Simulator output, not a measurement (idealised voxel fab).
A process module follows: voxel spacer lines.
Section shown: cut. Width: 300 nm. Cell size: 5 nm, square.
Cross-section spec: square-cell grid; bands listed top down; each band is one or more rows.
Top height, bottom height, nm. Materials left to right, width each, nm. Single material + "all across" = fills band edge to edge. "air" = empty.
Convention: height 0 is the level below which the wafer, as received, is all one material. The lowest band does not terminate at the bottom but continues downward, represented as "top 0, no bottom".
Per-row width for "30..40": begins at first number (top row of band), ends at second number (bottom row), increment between rows held constant.
"nothing got changed" for a step: no cell of the cross-section changed in that step.
"Enclosed voids" - sealed voids, min. 8 cells, no opening to top; format: width x height at distance (distance from left edge; nm throughout).
Note: text after step settings on the step line = simulator remark on that step.
overlay nm: step with mask; distance mask lay right of planned place; negative value = left of planned place.

The planned process steps are enumerated hereunder:
step 1: RECEIVE [material Si]
step 2: CONFORMAL_DEP [material SiO2] [thk nm 5]
step 3: DIRECTIONAL_DEP [material W] [thk nm 10]
step 4: DIRECTIONAL_DEP [material polySi] [thk nm 30]
step 5: PATTERN [tone cover] [mask id MANDREL] [material resist] [width nm 20] [pitch nm 70] [thk nm 35] [overlay nm 0]
step 6: DIRECTIONAL_ETCH [etch materials polySi] [depth nm 30]
step 7: STRIP [etch materials resist]
step 8: CONFORMAL_DEP [material SiN] [thk nm 15]
step 9: DIRECTIONAL_ETCH [etch materials SiN] [depth nm 15]
step 10: STRIP [etch materials polySi]
step 11: DIRECTIONAL_ETCH [etch materials W] [depth nm 10]
step 12: STRIP [etch materials SiN]
step 13: FILL_DEP [material SiO2] [thk nm 5]
step 14: CMP [height nm 15]

As-received wafer cross-section (after step 1):
  top 0, no bottom: Si all across
  Enclosed voids: none

The first of two wafers, cross-sectioned at the end of the module, with the run proceeding as planned:
  top 15, bottom 5: SiO2: 55; W: 15; SiO2: 20; W: 15; SiO2: 20; W: 15; SiO2: 20; W: 15; SiO2: 20; W: 15; SiO2: 20; W: 15; SiO2: 55
  top 5, bottom 0: SiO2 all across
  top 0, no bottom: Si all across
  Enclosed voids: none

Cross-sectional view of the second of two wafers upon completion of the module. This wafer shared its starting condition and process plan with the first; one error was made during its execution:
  top 15, bottom 5: SiO2: 65; W: 15; SiO2: 20; W: 15; SiO2: 20; W: 15; SiO2: 20; W: 15; SiO2: 20; W: 15; SiO2: 20; W: 15; SiO2: 45
  top 5, bottom 0: SiO2 all across
  top 0, no bottom: Si all across
  Enclosed voids: none
What was the processing mistake? step 5 was run on a setting that differed from the plan, and what really ran there is PATTERN [tone cover] [mask id MANDREL] [material resist] [width nm 20] [pitch nm 70] [thk nm 35] [overlay nm 10]
End check, second vs first wafer: material counts in cells match, positions do not.
